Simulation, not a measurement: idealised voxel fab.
Process module under the name voxel released beams
The width of the displayed cross-section, cut, is 265 nm; its cells are square, with a size of 5 nm.
Cross-section format: a grid of square cells, given as bands from top to bottom; each band is one or more rows of cells.
Look at the band entry: it leads with the top's height and the bottom's height in nm. Then it lists the materials left to right, with a width in nm for each. The word "everywhere" on a single material says that material fills the band edge to edge. The word "air" is empty space.
Below 0: as-received wafer, all one material; heights counted from there. Lowest band: no bottom, goes on down, written "z 0 and below".
The expression "30 to 40" gives the width at the extremes of the band, the first number at its top row of cells and the second at its bottom row, with the width changing by equal amounts from each row to the next in between.
The designation "nothing altered", where it is given for a processing step, indicates that no cell of the cross-section was altered in the course of that step.
The entry titled "Closed void listing" provides the empty spaces that have no open way to the top, restricted to those of 8 cells or more. Each is presented as width x height at distance, the distance being measured from the left edge, with all three in nm.
Read whatever lies past the settings on a step's line as the simulator's own remark about the step.
Steps that use a mask can have "overlay nm" on their line. It says how far the mask sat to the right of where it was meant to be. Negative means to the left.

Intended process steps:
- 1: RECEIVE [material Si]
- 2: CONFORMAL_DEP [material Al2O3] [thk nm 10]
- 3: DIRECTIONAL_DEP [material SiO2] [thk nm 10]
- 4: MASKED_ETCH [tone open] [mask id ANCHOR] [width nm 40] [etch materials SiO2] [depth nm 10] [overlay nm 0]
- 5: CONFORMAL_DEP [material W] [thk nm 15]
- 6: MASKED_ETCH [tone cover] [mask id BEAM] [width nm 90] [etch materials W] [depth nm 15] [overlay nm 0]
- 7: STRIP [etch materials SiO2]

Wafer, first of two, run as planned:

Shown in cross-section is the wafer as received, that is, as it stands after step 1:
> z 0 and below  Si everywhere
> Closed void listing: none

Upon completion of step 2, the wafer appears in cross-section as shown:
> z 10 to 0  Al2O3 everywhere
> Whatever lies below 0 is exactly as it was before.

Upon completion of step 3, the wafer appears in cross-section as shown:
> z 20 to 10  SiO2 everywhere
> Whatever lies below 10 is exactly as it was before.

Upon completion of step 4, the wafer appears in cross-section as shown:
> z 20 to 10  90 nm SiO2; 40 nm air; 135 nm SiO2
> Whatever lies below 10 is exactly as it was before.

Upon completion of step 5, the wafer appears in cross-section as shown:
> z 35 to 25  105 nm W; 10 nm air; 150 nm W
> z 25 to 20  W everywhere
> z 20 to 10  90 nm SiO2; 40 nm W; 135 nm SiO2
> Whatever lies below 10 is exactly as it was before.

Upon completion of step 6, the wafer appears in cross-section as shown:
> z 35 to 25  85 nm air; 20 nm W; 10 nm air; 60 nm W; 90 nm air
> z 25 to 20  85 nm air; 90 nm W; 90 nm air
> Whatever lies below 20 is exactly as it was before.

Upon completion of step 7, the wafer appears in cross-section as shown:
> z 35 to 25  85 nm air; 20 nm W; 10 nm air; 60 nm W; 90 nm air
> z 25 to 20  85 nm air; 90 nm W; 90 nm air
> z 20 to 10  90 nm air; 40 nm W; 135 nm air
> Whatever lies below 10 is exactly as it was before.

Wafer two of two - same starting point, same process plan, one mistake in execution; matches wafer one up to and including step 4:

The second wafer cut through, at the time step 5 was supposed to be finished:
> z 25 to 20  95 nm W; 30 nm air; 140 nm W
> z 20 to 15  90 nm SiO2; 5 nm W; 30 nm air; 5 nm W; 135 nm SiO2
> z 15 to 10  90 nm SiO2; 40 nm W; 135 nm SiO2
> Whatever lies below 10 is exactly as it was before.

The second wafer cut through, at the time step 6 was supposed to be finished:
> z 25 to 20  85 nm air; 10 nm W; 30 nm air; 50 nm W; 90 nm air
> Whatever lies below 20 is exactly as it was before.

The second wafer cut through, at the time step 7 was supposed to be finished:
> z 25 to 15  85 to 90 nm air; 10 to 5 nm W; 30 nm air; 50 to 5 nm W; 90 to 135 nm air
> z 15 to 10  90 nm air; 40 nm W; 135 nm air
> Whatever lies below 10 is exactly as it was before.
The plan and the run diverged here: step 5 was processed under conditions differing from the plan, specifically as CONFORMAL_DEP [material W] [thk nm 5]
Materials where the second wafer ends with more or fewer cells than the first: -44 W
